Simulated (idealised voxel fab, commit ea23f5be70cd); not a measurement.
The document below concerns the process module designated voxel self aligned contacts.
Section shown: cut. Width: 240 nm. Cell size: 5 nm, square.
The cross-sections in this document take the form of a grid made of square cells. They are written out as bands, in order from top to bottom. Each band consists of one or more rows of cells. What a band's entry tells you: where the top is and where the bottom is, as heights in nm, and after that what lies inside, material by material from left to right, each with its width in nm. Empty space is written as the word "air", and a single material marked with the word "edge to edge" occupies the band from edge to edge. The level at which height equals 0 is the one under which the wafer, as it arrives, is entirely one material. No lower edge exists for the bottom band, which continues downward and is notated as in "top 0, no bottom". So if you see something like "30 to 40" for the width, read it as the top row of the band sitting at the first number and the bottom row at the second, with every row in between moving by the same amount as the last. Step marked "left unchanged"? Then no cell in the cross-section changed in it. The list in "Cavities, closed" covers empty spaces of 8 cells or more that cannot reach the top through any open way, and it gives each as width x height at distance; the distance is from the left edge, and width, height and distance are in nm. Formally, on a step line, whatever follows the settings is a remark that the simulator itself makes on the step. overlay nm: on a step with a mask, how far right of its planned place the mask lay; negative means left.

Process steps (planned):
step 1: RECEIVE: material Si
step 2: OXIDIZE: depth nm 5
step 3: DIRECTIONAL_DEP: material polySi, thk nm 20
step 4: DIRECTIONAL_DEP: material SiN, thk nm 20
step 5: DIRECTIONAL_DEP: material aC, thk nm 10
step 6: PATTERN: tone cover, mask id GATE, material resist, width nm 35, pitch nm 75, thk nm 25, overlay nm 0
step 7: DIRECTIONAL_ETCH: etch materials aC, depth nm 10
step 8: STRIP: etch materials resist
step 9: DIRECTIONAL_ETCH: etch materials SiN, depth nm 20
step 10: DIRECTIONAL_ETCH: etch materials polySi, depth nm 20
step 11: STRIP: etch materials aC
step 12: CONFORMAL_DEP: material SiN, thk nm 10
step 13: DIRECTIONAL_ETCH: etch materials SiN, depth nm 10
step 14: FILL_DEP: material SiO2, thk nm 10
step 15: CMP: height nm 45
step 16: MASKED_ETCH: tone open, mask id CONTACT, width nm 60, etch materials SiO2, depth nm 50, overlay nm 0
step 17: CONFORMAL_DEP: material TiN, thk nm 5
step 18: FILL_DEP: material Ru, thk nm 5
step 19: CMP: height nm 45
step 20: CONFORMAL_DEP: material SiCN, thk nm 5

Incoming wafer in cross-section (state: after step 1):
top 0, no bottom: Si edge to edge
Cavities, closed: none

Module complete - cross-section of the first of two wafers, run according to plan:
top 50, bottom 45: SiCN edge to edge
top 45, bottom 40: SiO2 90 nm, then TiN 25 nm, then Ru 10 nm, then TiN 25 nm, then SiO2 90 nm
top 40, bottom 20: SiO2 55 nm, then SiN 55 nm, then TiN 5 nm, then Ru 10 nm, then TiN 5 nm, then SiN 55 nm, then SiO2 55 nm
top 20, bottom 0: SiO2 55 nm, then SiN 10 nm, then polySi 35 nm, then SiN 10 nm, then TiN 5 nm, then Ru 10 nm, then TiN 5 nm, then SiN 10 nm, then polySi 35 nm, then SiN 10 nm, then SiO2 55 nm
top 0, bottom -5: SiO2 110 nm, then TiN 20 nm, then SiO2 110 nm
top -5, no bottom: Si edge to edge
Cavities, closed: none

Second wafer cross-section at end of module - shared start and plan with the first, one mistake in the run:
top 50, bottom 45: SiCN edge to edge
top 45, bottom 40: SiO2 90 nm, then TiN 35 nm, then Ru 10 nm, then TiN 15 nm, then SiO2 90 nm
top 40, bottom 20: SiO2 65 nm, then SiN 55 nm, then TiN 5 nm, then Ru 10 nm, then TiN 5 nm, then SiN 55 nm, then SiO2 45 nm
top 20, bottom 0: SiO2 65 nm, then SiN 10 nm, then polySi 35 nm, then SiN 10 nm, then TiN 5 nm, then Ru 10 nm, then TiN 5 nm, then SiN 10 nm, then polySi 35 nm, then SiN 10 nm, then SiO2 45 nm
top 0, bottom -5: SiO2 120 nm, then TiN 20 nm, then SiO2 100 nm
top -5, no bottom: Si edge to edge
Cavities, closed: none
what went wrong: the process deviated at step 6: the operation and settings actually run there were PATTERN: tone cover, mask id GATE, material resist, width nm 35, pitch nm 75, thk nm 25, overlay nm 10
At the close, every material occupies the same number of cells on the second wafer as on the first, only in different positions.
